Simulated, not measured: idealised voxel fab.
process module | voxel released beams
cross-section cut | 190 nm wide | cells 5 nm
A cross-section is a grid of square cells, given in bands from the top down. A band is one or more rows of cells.
Each band's line starts with the height of the band's top and of its bottom, in nm. Then come its materials from left to right, each with its width in nm. One material with "throughout" fills the band from edge to edge. "air" is empty space.
Height 0 is the level under which the wafer as received is all one material. The lowest band goes on downwards, as in "0 down".
A width such as "30 to 40" changes by the same amount from each row of cells to the next, from the band's top row to its bottom row.
"no change" after a step means that no cell of the cross-section changed.
closed voids: empty space of 8 cells or more with no open way to the top, each as width x height at its distance from the left edge, in nm
after a step's settings: what the simulator itself notes on the step
overlay nm, on a step with a mask: how far to the right of its planned place the mask lay; to the left if negative
plan
1 op RECEIVE | material Si
2 op CONFORMAL_DEP | material SiN | thk nm 5
3 op DIRECTIONAL_DEP | material SiO2 | thk nm 20
4 op PATTERN | tone open | mask id ANCHOR | material resist | width nm 45 | thk nm 15 | overlay nm 0
5 op DIRECTIONAL_ETCH | etch materials SiO2 | depth nm 20
6 op STRIP | etch materials resist
7 op CONFORMAL_DEP | material TiN | thk nm 15
8 op PATTERN | tone cover | mask id BEAM | material resist | width nm 130 | thk nm 15 | overlay nm 0
9 op DIRECTIONAL_ETCH | etch materials TiN | depth nm 15
10 op STRIP | etch materials resist
11 op STRIP | etch materials SiO2
first wafer, as planned
as received, after step 1
  0 down: Si throughout
  closed voids: none
after step 2
  5 to 0: SiN throughout
  below 0: unchanged
after step 3
  25 to 5: SiO2 throughout
  below 5: unchanged
after step 4
  40 to 25: resist 30 | air 45 | resist 115
  below 25: unchanged
after step 5
  40 to 25: resist 30 | air 45 | resist 115
  25 to 5: SiO2 30 | air 45 | SiO2 115
  below 5: unchanged
after step 6
  25 to 5: SiO2 30 | air 45 | SiO2 115
  below 5: unchanged
after step 7
  40 to 25: TiN 45 | air 15 | TiN 130
  25 to 20: SiO2 30 | TiN 15 | air 15 | TiN 15 | SiO2 115
  20 to 5: SiO2 30 | TiN 45 | SiO2 115
  below 5: unchanged
after step 8
  55 to 40: air 25 | resist 130 | air 35
  40 to 25: TiN 45 | resist 15 | TiN 130
  25 to 20: SiO2 30 | TiN 15 | resist 15 | TiN 15 | SiO2 115
  below 20: unchanged
after step 9
  55 to 40: air 25 | resist 130 | air 35
  40 to 25: air 25 | TiN 20 | resist 15 | TiN 95 | air 35
  below 25: unchanged
after step 10
  40 to 25: air 25 | TiN 20 | air 15 | TiN 95 | air 35
  25 to 20: SiO2 30 | TiN 15 | air 15 | TiN 15 | SiO2 115
  below 20: unchanged
after step 11
  40 to 25: air 25 | TiN 20 | air 15 | TiN 95 | air 35
  25 to 20: air 30 | TiN 15 | air 15 | TiN 15 | air 115
  20 to 5: air 30 | TiN 45 | air 115
  below 5: unchanged
second wafer: like start, like plan, one mistake. Through step 3 it matches the first wafer
when step 4 should have ended
  40 to 25: air 30 | resist 45 | air 115
  below 25: unchanged
when step 5 should have ended
  40 to 25: air 30 | resist 45 | air 115
  25 to 5: air 30 | SiO2 45 | air 115
  below 5: unchanged
when step 6 should have ended
  25 to 5: air 30 | SiO2 45 | air 115
  below 5: unchanged
when step 7 should have ended
  40 to 25: air 15 | TiN 75 | air 100
  25 to 20: air 15 | TiN 15 | SiO2 45 | TiN 15 | air 100
  20 to 5: TiN 30 | SiO2 45 | TiN 115
  below 5: unchanged
when step 8 should have ended
  55 to 40: air 25 | resist 130 | air 35
  40 to 25: air 15 | TiN 75 | resist 65 | air 35
  25 to 20: air 15 | TiN 15 | SiO2 45 | TiN 15 | resist 65 | air 35
  below 20: unchanged
when step 9 should have ended
  55 to 40: air 25 | resist 130 | air 35
  40 to 25: air 25 | TiN 65 | resist 65 | air 35
  25 to 20: air 15 | TiN 15 | SiO2 45 | TiN 15 | resist 65 | air 35
  20 to 5: air 15 | TiN 15 | SiO2 45 | TiN 80 | air 35
  below 5: unchanged
when step 10 should have ended
  40 to 25: air 25 | TiN 65 | air 100
  25 to 20: air 15 | TiN 15 | SiO2 45 | TiN 15 | air 100
  below 20: unchanged
when step 11 should have ended: no change
what went wrong: step 4 ran as: op PATTERN | tone cover | mask id ANCHOR | material resist | width nm 45 | thk nm 15 | overlay nm 0
at the end the second wafer has, in cells: 36 more of SiO2
